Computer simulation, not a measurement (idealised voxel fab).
Process module, titled voxel self aligned contacts
This is section cut - it's 290 nm across, gridded in 5 nm square cells.
Just so we're on the same page, the cross-sections are grids of square cells, and they're listed out in bands top to bottom, each band one or more rows deep. Heights first: top, then bottom, in nm. Then materials, left to right, each with a width in nm. "throughout" on a single material: fills the band edge to edge. "blank": empty space. Zero point of the height axis is 0; under it, received wafer = one material. Lowest band: continues down indefinitely, "0 nm and below". When a width is written as two numbers, as in "30..40", the first number is the width in the top row of cells of the band and the second is the width in its bottom row, and the width changes by the same amount from each row to the next. Key: "no modification" - step with no changed cell in the cross-section. Reported under the label "Sealed void inventory" are the empty spaces having no open way to the top and comprising 8 cells or more; the notation for each is width x height at distance, in which the distance is measured from the left edge and all three values are in nm. That trailing text on a step's line, after the settings, is the simulator's own remark on the step. On any step carrying a mask, the "overlay nm" setting, if present on the step's line, tells how far right of its planned place the mask lay; negative values point to the left.
The planned process steps are enumerated hereunder
1,RECEIVE with material Si
2,CONFORMAL_DEP with material SiO2, thk nm 5
3,DIRECTIONAL_DEP with material polySi, thk nm 30
4,DIRECTIONAL_DEP with material SiN, thk nm 20
5,MASKED_ETCH with tone cover, mask id GATE, width nm 15, pitch nm 60, etch materials SiN, depth nm 20, overlay nm 0
6,MASKED_ETCH with tone cover, mask id GATE, width nm 25, pitch nm 60, etch materials polySi, depth nm 30, overlay nm 0
7,CONFORMAL_DEP with material SiN, thk nm 10
8,DIRECTIONAL_ETCH with etch materials SiN, depth nm 10
9,FILL_DEP with material SiO2, thk nm 10
10,CMP with height nm 60
11,DIRECTIONAL_DEP with material aC, thk nm 15
12,PATTERN with tone open, mask id CONTACT, material resist, width nm 45, thk nm 35, overlay nm 0
13,DIRECTIONAL_ETCH with etch materials aC, depth nm 15
14,STRIP with etch materials resist
15,DIRECTIONAL_ETCH with etch materials SiO2, depth nm 60
16,STRIP with etch materials aC
17,CONFORMAL_DEP with material TiN, thk nm 5
18,FILL_DEP with material W, thk nm 5
19,CMP with height nm 60
20,CONFORMAL_DEP with material SiN, thk nm 5
Wafers differ in width nm at step 5; plan lists the first wafer's value; identical starting state.
The first of several wafers, as received after step 1, seen in section
- 0 nm and below: Si throughout
- Sealed void inventory: none
Tabulated below, wafer by wafer, are the end-of-module results: for each material, the number of cells gained (+) or lost (-) relative to the as-received state, followed by the closed voids
width nm 15; +162 SiN; +482 SiO2; +31 TiN; +19 W; +60 polySi; Sealed void inventory: none
width nm 20; +170 SiN; +478 SiO2; +31 TiN; +15 W; +60 polySi; Sealed void inventory: none
width nm 25; +178 SiN; +474 SiO2; +31 TiN; +11 W; +60 polySi; Sealed void inventory: none
width nm 30; +186 SiN; +465 SiO2; +31 TiN; +72 polySi; Sealed void inventory: none
width nm 35; +194 SiN; +456 SiO2; +20 TiN; +84 polySi; Sealed void inventory: none
width nm 40; +202 SiN; +447 SiO2; +9 TiN; +96 polySi; Sealed void inventory: none
